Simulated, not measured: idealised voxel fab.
Process module, titled voxel trench capacitor
This is section cut - it's 280 nm across, gridded in 5 nm square cells.
Throughout this document, each cross-section is represented as a grid of square cells and is presented as a sequence of bands enumerated from the top downward, where a band comprises one or more rows of cells. For a band, the entry starts with two heights in nm, that of the top and then that of the bottom, and carries on with the band's materials in order from left to right, each alongside its width in nm; the word "everywhere" beside a single material means it fills the band edge to edge, and "blank" means empty space. Below 0: as-received wafer, all one material; heights counted from there. Lowest band: no bottom, goes on down, written "0..down". Width: "30 to 40" (first number = top row, second number = bottom row, same change from row to row of cells). For the purposes of this document, the phrase "same as before" attached to a step denotes that no cell within the cross-section was modified by that step. Entry "Enclosed cavities" = empty spaces >= 8 cells with no open way to the top; each as width x height at distance, distance from left edge, all nm. Past the settings on a step's line: simulator remark, on that step. "overlay nm" answers the question of how far to the right of plan the mask lay on a step that has a mask, and when it is negative the answer is to the left.
# Below is the list of planned process steps
1. RECEIVE | material Si
2. CONFORMAL_DEP | material SiN | thk nm 10
3. DIRECTIONAL_DEP | material aC | thk nm 15
4. PATTERN | tone open | mask id TRENCH | material resist | width nm 30 | pitch nm 45 | thk nm 35 | overlay nm 0
5. DIRECTIONAL_ETCH | etch materials aC | depth nm 15
6. STRIP | etch materials resist
7. DIRECTIONAL_ETCH | etch materials SiN | depth nm 10
8. DIRECTIONAL_ETCH | etch materials Si | depth nm 30
9. STRIP | etch materials aC
10. CONFORMAL_DEP | material HfO2 | thk nm 5
11. CONFORMAL_DEP | material TiN | thk nm 5
12. FILL_DEP | material W | thk nm 10
13. CMP | height nm 10
# First of two wafers, with the run carried out as planned
# Cross-section, incoming material, after step 1
	0..down = Si everywhere
	Enclosed cavities: none
# Cross-section of the wafer subsequent to step 2
	10..0 = SiN everywhere
	For the remainder of the cross-section, below 0, there is no change.
# Cross-section of the wafer subsequent to step 3
	25..10 = aC everywhere
	For the remainder of the cross-section, below 10, there is no change.
# Cross-section of the wafer subsequent to step 4
	60..25 = resist (100), blank (30), resist (15), blank (30), resist (105)
	For the remainder of the cross-section, below 25, there is no change.
# Cross-section of the wafer subsequent to step 5
	45..25 = resist (100), blank (30), resist (15), blank (30), resist (105)
	25..10 = aC (100), blank (30), aC (15), blank (30), aC (105)
	For the remainder of the cross-section, below 10, there is no change.
# Cross-section of the wafer subsequent to step 6
	25..10 = aC (100), blank (30), aC (15), blank (30), aC (105)
	For the remainder of the cross-section, below 10, there is no change.
# Cross-section of the wafer subsequent to step 7
	25..10 = aC (100), blank (30), aC (15), blank (30), aC (105)
	10..0 = SiN (100), blank (30), SiN (15), blank (30), SiN (105)
	For the remainder of the cross-section, below 0, there is no change.
# Cross-section of the wafer subsequent to step 8
	25..10 = aC (100), blank (30), aC (15), blank (30), aC (105)
	10..0 = SiN (100), blank (30), SiN (15), blank (30), SiN (105)
	0..-30 = Si (100), blank (30), Si (15), blank (30), Si (105)
	For the remainder of the cross-section, below -30, there is no change.
# Cross-section of the wafer subsequent to step 9
	10..0 = SiN (100), blank (30), SiN (15), blank (30), SiN (105)
	For the remainder of the cross-section, below 0, there is no change.
# Cross-section of the wafer subsequent to step 10
	15..10 = HfO2 (105), blank (20), HfO2 (25), blank (20), HfO2 (110)
	10..0 = SiN (100), HfO2 (5), blank (20), HfO2 (5), SiN (15), HfO2 (5), blank (20), HfO2 (5), SiN (105)
	0..-25 = Si (100), HfO2 (5), blank (20), HfO2 (5), Si (15), HfO2 (5), blank (20), HfO2 (5), Si (105)
	-25..-30 = Si (100), HfO2 (30), Si (15), HfO2 (30), Si (105)
	For the remainder of the cross-section, below -30, there is no change.
# Cross-section of the wafer subsequent to step 11
	20..15 = TiN (110), blank (10), TiN (35), blank (10), TiN (115)
	15..10 = HfO2 (105), TiN (5), blank (10), TiN (5), HfO2 (25), TiN (5), blank (10), TiN (5), HfO2 (110)
	10..0 = SiN (100), HfO2 (5), TiN (5), blank (10), TiN (5), HfO2 (5), SiN (15), HfO2 (5), TiN (5), blank (10), TiN (5), HfO2 (5), SiN (105)
	0..-20 = Si (100), HfO2 (5), TiN (5), blank (10), TiN (5), HfO2 (5), Si (15), HfO2 (5), TiN (5), blank (10), TiN (5), HfO2 (5), Si (105)
	-20..-25 = Si (100), HfO2 (5), TiN (20), HfO2 (5), Si (15), HfO2 (5), TiN (20), HfO2 (5), Si (105)
	For the remainder of the cross-section, below -25, there is no change.
# Cross-section of the wafer subsequent to step 12
	30..20 = W everywhere
	20..15 = TiN (110), W (10), TiN (35), W (10), TiN (115)
	15..10 = HfO2 (105), TiN (5), W (10), TiN (5), HfO2 (25), TiN (5), W (10), TiN (5), HfO2 (110)
	10..0 = SiN (100), HfO2 (5), TiN (5), W (10), TiN (5), HfO2 (5), SiN (15), HfO2 (5), TiN (5), W (10), TiN (5), HfO2 (5), SiN (105)
	0..-20 = Si (100), HfO2 (5), TiN (5), W (10), TiN (5), HfO2 (5), Si (15), HfO2 (5), TiN (5), W (10), TiN (5), HfO2 (5), Si (105)
	For the remainder of the cross-section, below -20, there is no change.
# Cross-section of the wafer subsequent to step 13
	10..0 = SiN (100), HfO2 (5), TiN (5), W (10), TiN (5), HfO2 (5), SiN (15), HfO2 (5), TiN (5), W (10), TiN (5), HfO2 (5), SiN (105)
	For the remainder of the cross-section, below 0, there is no change.
# Okay, second wafer. Nothing different at the start, nothing different in the plan, just one mistake somewhere in the running. As far as step 9, counting that step, it's the first wafer all over again
# Cross-sectional representation of the second wafer at the time designated in the plan for the completion of step 10
	15..10 = aC (105), blank (20), aC (25), blank (20), aC (110)
	10..0 = SiN (100), aC (5), blank (20), aC (5), SiN (15), aC (5), blank (20), aC (5), SiN (105)
	0..-25 = Si (100), aC (5), blank (20), aC (5), Si (15), aC (5), blank (20), aC (5), Si (105)
	-25..-30 = Si (100), aC (30), Si (15), aC (30), Si (105)
	For the remainder of the cross-section, below -30, there is no change.
# Cross-sectional representation of the second wafer at the time designated in the plan for the completion of step 11
	20..15 = TiN (110), blank (10), TiN (35), blank (10), TiN (115)
	15..10 = aC (105), TiN (5), blank (10), TiN (5), aC (25), TiN (5), blank (10), TiN (5), aC (110)
	10..0 = SiN (100), aC (5), TiN (5), blank (10), TiN (5), aC (5), SiN (15), aC (5), TiN (5), blank (10), TiN (5), aC (5), SiN (105)
	0..-20 = Si (100), aC (5), TiN (5), blank (10), TiN (5), aC (5), Si (15), aC (5), TiN (5), blank (10), TiN (5), aC (5), Si (105)
	-20..-25 = Si (100), aC (5), TiN (20), aC (5), Si (15), aC (5), TiN (20), aC (5), Si (105)
	For the remainder of the cross-section, below -25, there is no change.
# Cross-sectional representation of the second wafer at the time designated in the plan for the completion of step 12
	30..20 = W everywhere
	20..15 = TiN (110), W (10), TiN (35), W (10), TiN (115)
	15..10 = aC (105), TiN (5), W (10), TiN (5), aC (25), TiN (5), W (10), TiN (5), aC (110)
	10..0 = SiN (100), aC (5), TiN (5), W (10), TiN (5), aC (5), SiN (15), aC (5), TiN (5), W (10), TiN (5), aC (5), SiN (105)
	0..-20 = Si (100), aC (5), TiN (5), W (10), TiN (5), aC (5), Si (15), aC (5), TiN (5), W (10), TiN (5), aC (5), Si (105)
	For the remainder of the cross-section, below -20, there is no change.
# Cross-sectional representation of the second wafer at the time designated in the plan for the completion of step 13
	10..0 = SiN (100), aC (5), TiN (5), W (10), TiN (5), aC (5), SiN (15), aC (5), TiN (5), W (10), TiN (5), aC (5), SiN (105)
	For the remainder of the cross-section, below 0, there is no change.
Processing error: not per plan at step 10, really ran CONFORMAL_DEP | material aC | thk nm 5
Wrapping up, a cell-based count of both wafers puts the second over or under the first for these materials: -40 HfO2 | +40 aC
